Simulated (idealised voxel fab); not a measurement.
Name of the process module below: voxel self aligned contacts
300 nm wide, 5 nm square cells: that's cross-section cut.
We lay out every cross-section as a grid of square cells and spell it out in bands from the top down, where one band means one or more rows of cells. For a band, the entry starts with two heights in nm, that of the top and then that of the bottom, and carries on with the band's materials in order from left to right, each alongside its width in nm; the word "edge to edge" beside a single material means it fills the band edge to edge, and "empty" means empty space. Heads up on the height convention: 0 is the point under which the incoming wafer is all one material, and the lowest band has no bottom, it just keeps going down, like "0 -> down". Graded width ("30->40"): value in top row of band = first number; value in bottom row = second number; row-to-row change constant. Reading "nothing altered" for a step: not a cell of the cross-section changed in it. "Entrapped void list": sealed empty spaces, 8 cells or more, no open way to top, listed width x height at distance, with distance from the left edge and width, height and distance in nm. Formally, on a step line, whatever follows the settings is a remark that the simulator itself makes on the step. "overlay nm", when on a step's line for a step with a mask, measures how far to the right of its planned place the mask lay; a negative measure means to the left.
Steps planned for the process:
1,RECEIVE, material Si
2,OXIDIZE, depth nm 5
3,DIRECTIONAL_DEP, material polySi, thk nm 30
4,DIRECTIONAL_DEP, material SiN, thk nm 20
5,DIRECTIONAL_DEP, material aC, thk nm 10
6,PATTERN, tone cover, mask id GATE, material resist, width nm 25, pitch nm 50, thk nm 25, overlay nm -15
7,DIRECTIONAL_ETCH, etch materials aC, depth nm 10
8,STRIP, etch materials resist
9,DIRECTIONAL_ETCH, etch materials SiN, depth nm 20
10,DIRECTIONAL_ETCH, etch materials polySi, depth nm 30
11,STRIP, etch materials aC
12,CONFORMAL_DEP, material SiN, thk nm 5
13,DIRECTIONAL_ETCH, etch materials SiN, depth nm 5
14,FILL_DEP, material SiO2, thk nm 10
15,CMP, height nm 55
16,PATTERN, tone open, mask id CONTACT, material resist, width nm 35, pitch nm 50, thk nm 15, overlay nm 0
17,DIRECTIONAL_ETCH, etch materials SiO2, depth nm 60
18,STRIP, etch materials resist
19,CONFORMAL_DEP, material TiN, thk nm 5
20,FILL_DEP, material W, thk nm 5
21,CMP, height nm 55
22,CONFORMAL_DEP, material SiCN, thk nm 5
It is noted that the wafers described herein are identical at the outset and are distinguished by the overlay nm of step 6; the value stated in the plan corresponds to the first wafer.
Incoming state of the first of several wafers in cross-section: after step 1:
	0 -> down = Si edge to edge
	Entrapped void list: none
Per wafer (row), end of module: delta in cells per material since receipt, (+) for gained, (-) for lost; closed voids after that:
overlay nm -15, -60 Si, +60 SiCN, +120 SiN, +452 SiO2, +58 TiN, +90 polySi, Entrapped void list: none
overlay nm -10, -60 Si, +60 SiCN, +120 SiN, +430 SiO2, +58 TiN, +22 W, +90 polySi, Entrapped void list: none
overlay nm -5, -60 Si, +60 SiCN, +120 SiN, +430 SiO2, +58 TiN, +22 W, +90 polySi, Entrapped void list: none
overlay nm 0, -60 Si, +60 SiCN, +120 SiN, +430 SiO2, +58 TiN, +22 W, +90 polySi, Entrapped void list: none
overlay nm 5, -60 Si, +60 SiCN, +120 SiN, +430 SiO2, +58 TiN, +22 W, +90 polySi, Entrapped void list: none
overlay nm 10, -60 Si, +60 SiCN, +120 SiN, +430 SiO2, +58 TiN, +22 W, +90 polySi, Entrapped void list: none
overlay nm 15, -60 Si, +60 SiCN, +120 SiN, +452 SiO2, +58 TiN, +90 polySi, Entrapped void list: none
